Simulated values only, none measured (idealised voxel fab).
Process module, titled voxel ribs on slabs
Cross-sectional view cut (width: 265 nm; square cell size: 5 nm).
Heads up, the way a cross-section reads in here is a grid of square cells, handed over as bands from the top down, with every band being one or more rows of cells.
Within each band entry, the heights of the top and of the bottom of the band appear first, in that order and in nm; the materials of the band then follow from left to right, each with its corresponding width in nm. The designation "everywhere" on a single material indicates that it fills the band from edge to edge; the designation "empty" indicates empty space.
The level at which height equals 0 is the one under which the wafer, as it arrives, is entirely one material. No lower edge exists for the bottom band, which continues downward and is notated as in "0 nm and below".
The width entry "30..40" should be interpreted row by row: the top row of cells in the band takes the first number, the bottom row takes the second number, and the change between adjacent rows is uniform throughout.
A step reported as "remains unaltered" is a step in which no cell of the cross-section changed.
Enclosed voids (no open way to top), threshold 8 cells or more, entry "Trapped voids", notation width x height at distance, distance from left edge, nm.
after a step's settings: what the simulator itself notes on the step
A step's line can hold "overlay nm"; with a mask on that step, the setting says how far right of the planned place the mask lay, while a negative setting says it lay to the left.
-- Process steps foreseen in the plan
| 1 | RECEIVE | material Si |
| 2 | DIRECTIONAL_DEP | material SiO2 | thk nm 20 |
| 3 | DIRECTIONAL_DEP | material polySi | thk nm 20 |
| 4 | DIRECTIONAL_DEP | material aC | thk nm 15 |
| 5 | PATTERN | tone cover | mask id RIB | material resist | width nm 20 | thk nm 30 | overlay nm 0 |
| 6 | DIRECTIONAL_ETCH | etch materials aC | depth nm 15 |
| 7 | STRIP | etch materials resist |
| 8 | DIRECTIONAL_ETCH | etch materials polySi | depth nm 10 |
| 9 | STRIP | etch materials aC |
| 10 | MASKED_ETCH | tone cover | mask id SLAB | width nm 50 | etch materials polySi | depth nm 10 | overlay nm 0 |
| 11 | FILL_DEP | material SiO2 | thk nm 15 |
| 12 | CMP | height nm 50 |
| 13 | DIRECTIONAL_DEP | material W | thk nm 10 |
| 14 | MASKED_ETCH | tone cover | mask id HEATER | width nm 30 | etch materials W | depth nm 10 | overlay nm 0 |
| 15 | CONFORMAL_DEP | material SiN | thk nm 5 |
-- Cross-sectional view of the wafer in its as-received condition, corresponding to the state after step 1
* 0 nm and below | Si everywhere
* Trapped voids: none
-- Looking at the first of two wafers in cross-section at end of module - ran to plan
* 65 nm to 60 nm | empty 110 nm  SiN 40 nm  empty 115 nm
* 60 nm to 55 nm | empty 110 nm  SiN 5 nm  W 30 nm  SiN 5 nm  empty 115 nm
* 55 nm to 50 nm | SiN 115 nm  W 30 nm  SiN 120 nm
* 50 nm to 40 nm | SiO2 everywhere
* 40 nm to 30 nm | SiO2 120 nm  polySi 20 nm  SiO2 125 nm
* 30 nm to 20 nm | SiO2 105 nm  polySi 50 nm  SiO2 110 nm
* 20 nm to 0 nm | SiO2 everywhere
* 0 nm and below | Si everywhere
* Trapped voids: none
-- This cross-section belongs to the second wafer of two at the end of the module; the start and the plan were shared with the first, and the run included one mistake
* 65 nm to 60 nm | empty 110 nm  SiN 40 nm  empty 115 nm
* 60 nm to 55 nm | empty 110 nm  SiN 5 nm  W 30 nm  SiN 5 nm  empty 115 nm
* 55 nm to 50 nm | SiN 115 nm  W 30 nm  SiN 120 nm
* 50 nm to 40 nm | SiO2 everywhere
* 40 nm to 35 nm | SiO2 120 nm  polySi 20 nm  SiO2 125 nm
* 35 nm to 25 nm | SiO2 105 nm  polySi 50 nm  SiO2 110 nm
* 25 nm to 20 nm | polySi everywhere
* 20 nm to 0 nm | SiO2 everywhere
* 0 nm and below | Si everywhere
* Trapped voids: none
Error vs. plan: step 8 off recipe, ran as DIRECTIONAL_ETCH | etch materials polySi | depth nm 5
at the end the second wafer has, in cells: SiO2: 49 fewer, polySi: 49 more
